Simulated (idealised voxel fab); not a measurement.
You're looking at the process module voxel self aligned vias.
Pictured: cross-section cut, 145 nm wide, on a grid of 5 nm square cells.
Square cells in a grid make up a cross-section in this document, and the grid is given as bands, listed from the top down, each one or more rows of cells.
The entry gives the band's vertical extent as a top height and a bottom height in nm, then its horizontal make-up as materials from left to right, each with a width in nm. "blank" stands for empty space; a single material marked "full width" fills the band edge to edge.
For the purposes of this specification, 0 denotes the height below which the wafer in its as-received condition is composed wholly of one material, and the lowermost band, lacking a lower limit, extends downward without end, as expressed in "z 0 and below".
Top row gets the first number, bottom row gets the second, and each row in between changes by the same step: that is how a band width like "30..40" works.
A step reported as "no alterations made" is a step in which no cell of the cross-section changed.
Entry "Enclosed void list". Content: empty spaces with no open connection to the top, size 8 cells or greater. Each: width x height at distance. Distance: from left edge. Unit: nm.
Post-settings text on a step line: simulator's own remark regarding the step.
overlay nm: for a step with a mask, the amount by which the mask lay right of where it was planned; a negative amount means left of it.

Steps in the process plan
| 1 | RECEIVE | material Si |
| 2 | CONFORMAL_DEP | material SiO2 | thk nm 10 |
| 3 | CONFORMAL_DEP | material SiCN | thk nm 5 |
| 4 | DIRECTIONAL_DEP | material SiO2 | thk nm 30 |
| 5 | DIRECTIONAL_DEP | material aC | thk nm 10 |
| 6 | PATTERN | tone open | mask id LINES | material resist | width nm 30 | pitch nm 65 | thk nm 25 | overlay nm 0 |
| 7 | DIRECTIONAL_ETCH | etch materials aC | depth nm 10 |
| 8 | STRIP | etch materials resist |
| 9 | DIRECTIONAL_ETCH | etch materials SiO2 | depth nm 30 |
| 10 | STRIP | etch materials aC |
| 11 | CONFORMAL_DEP | material TiN | thk nm 5 |
| 12 | FILL_DEP | material W | thk nm 5 |
| 13 | CMP | height nm 45 |
| 14 | SELECTIVE_ETCH | etch materials W Ru TiN | depth nm 10 |
| 15 | FILL_DEP | material SiN | thk nm 10 |
| 16 | CMP | height nm 45 |
| 17 | DIRECTIONAL_DEP | material SiO2 | thk nm 20 |
| 18 | MASKED_ETCH | tone open | mask id VIAS | width nm 50 | etch materials SiO2 | depth nm 20 | overlay nm 0 |
| 19 | MASKED_ETCH | tone open | mask id VIAS | width nm 50 | etch materials SiN | depth nm 10 | overlay nm 0 |
| 20 | CONFORMAL_DEP | material TiN | thk nm 5 |
| 21 | FILL_DEP | material Cu | thk nm 10 |
| 22 | CMP | height nm 65 |
| 23 | CONFORMAL_DEP | material SiCN | thk nm 5 |

Cross-section of the wafer at receipt, which is the condition after step 1
    z 0 and below | Si full width
    Enclosed void list: none

Final wafer profile in cross-section after the module, from the same start and plan as above, with one mistake made during processing
    z 70 to 65 | SiCN full width
    z 65 to 50 | SiO2 15 | TiN 5 | Cu 40 | TiN 5 | SiO2 80
    z 50 to 45 | SiO2 15 | TiN 20 | Cu 15 | TiN 15 | SiO2 80
    z 45 to 40 | SiO2 30 | TiN 5 | Cu 15 | TiN 5 | SiO2 40 | SiN 25 | SiO2 25
    z 40 to 35 | SiO2 30 | TiN 25 | SiO2 40 | SiN 25 | SiO2 25
    z 35 to 20 | SiO2 30 | TiN 5 | W 15 | TiN 5 | SiO2 40 | TiN 5 | W 15 | TiN 5 | SiO2 25
    z 20 to 15 | SiO2 30 | TiN 25 | SiO2 40 | TiN 25 | SiO2 25
    z 15 to 10 | SiCN full width
    z 10 to 0 | SiO2 full width
    z 0 and below | Si full width
    Enclosed void list: none
So what did we get wrong on this run? in deviation from the planned setting, step 6 was conducted as PATTERN | tone open | mask id LINES | material resist | width nm 25 | pitch nm 65 | thk nm 25 | overlay nm 0
